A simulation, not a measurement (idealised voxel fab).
Process module in this document: voxel quadruple lines
The width of the displayed cross-section, cut, is 270 nm; its cells are square, with a size of 5 nm.
Cross-section spec: square-cell grid; bands listed top down; each band is one or more rows.
For a band, the entry starts with two heights in nm, that of the top and then that of the bottom, and carries on with the band's materials in order from left to right, each alongside its width in nm; the word "all across" beside a single material means it fills the band edge to edge, and "empty" means empty space.
Measure heights from 0. That's the level where, below it, the as-received wafer is all one material. The lowest band is bottomless and extends downward; write it as in "0 nm and below".
Width: "30->40" (first number = top row, second number = bottom row, same change from row to row of cells).
No cell of the cross-section changed in a step that is given as "no change occurred".
What "Closed internal cavities" gives you is every empty space of 8 cells or more that is cut off from the top. Each appears as width x height at distance, with the distance taken from the left edge and width, height and distance all in nm.
The remark found on a step's line after its settings is issued by the simulator itself and pertains to that step.
If you see "overlay nm" on a step's line and that step has a mask, it's telling you how far right of where it was planned the mask ended up; a negative number means it went left instead.

So here's the lineup of process steps we planned
1: RECEIVE | material Si
2: CONFORMAL_DEP | material SiO2 | thk nm 10
3: DIRECTIONAL_DEP | material Ru | thk nm 10
4: DIRECTIONAL_DEP | material polySi | thk nm 15
5: DIRECTIONAL_DEP | material aC | thk nm 25
6: PATTERN | tone cover | mask id MANDREL | material resist | width nm 30 | pitch nm 80 | thk nm 30 | overlay nm -15
7: DIRECTIONAL_ETCH | etch materials aC | depth nm 25
8: STRIP | etch materials resist
9: CONFORMAL_DEP | material SiO2 | thk nm 10
10: DIRECTIONAL_ETCH | etch materials SiO2 | depth nm 10
11: STRIP | etch materials aC
12: DIRECTIONAL_ETCH | etch materials polySi | depth nm 15
13: STRIP | etch materials SiO2
14: CONFORMAL_DEP | material SiCN | thk nm 10
15: DIRECTIONAL_ETCH | etch materials SiCN | depth nm 10
16: STRIP | etch materials polySi
17: DIRECTIONAL_ETCH | etch materials Ru | depth nm 10
18: STRIP | etch materials SiCN
Where the wafers of this document differ is in the overlay nm of step 6; they start out the same, and the plan states the value that applied to the first wafer.

The first of several wafers as received, shown in cross-section; this is its state after step 1
    0 nm and below = Si all across
    Closed internal cavities: none

Cross-section, first of several wafers, end of module, after last step 18
    20 nm to 10 nm = 45 nm empty, 10 nm Ru, 10 nm empty, 10 nm Ru, 10 nm empty, 10 nm Ru, 10 nm empty, 10 nm Ru, 10 nm empty, 10 nm Ru, 10 nm empty, 10 nm Ru, 10 nm empty, 10 nm Ru, 10 nm empty, 10 nm Ru, 75 nm empty
    10 nm to 0 nm = SiO2 all across
    0 nm and below = Si all across
    Closed internal cavities: none

At the end of the module, the last of several wafers in cross-section
    20 nm to 10 nm = 75 nm empty, 10 nm Ru, 10 nm empty, 10 nm Ru, 10 nm empty, 10 nm Ru, 10 nm empty, 10 nm Ru, 10 nm empty, 10 nm Ru, 10 nm empty, 10 nm Ru, 10 nm empty, 10 nm Ru, 10 nm empty, 10 nm Ru, 45 nm empty
    10 nm to 0 nm = SiO2 all across
    0 nm and below = Si all across
    Closed internal cavities: none

Basically each wafer gets a line in the table, showing it at the end of the module: material by material, the cells it gained (+) or lost (-) since we got it, then its closed voids
overlay nm -15, +32 Ru, +108 SiO2, Closed internal cavities: none
overlay nm -10, +32 Ru, +108 SiO2, Closed internal cavities: none
overlay nm -5, +32 Ru, +108 SiO2, Closed internal cavities: none
overlay nm 0, +32 Ru, +108 SiO2, Closed internal cavities: none
overlay nm 5, +32 Ru, +108 SiO2, Closed internal cavities: none
overlay nm 10, +32 Ru, +108 SiO2, Closed internal cavities: none
overlay nm 15, +32 Ru, +108 SiO2, Closed internal cavities: none
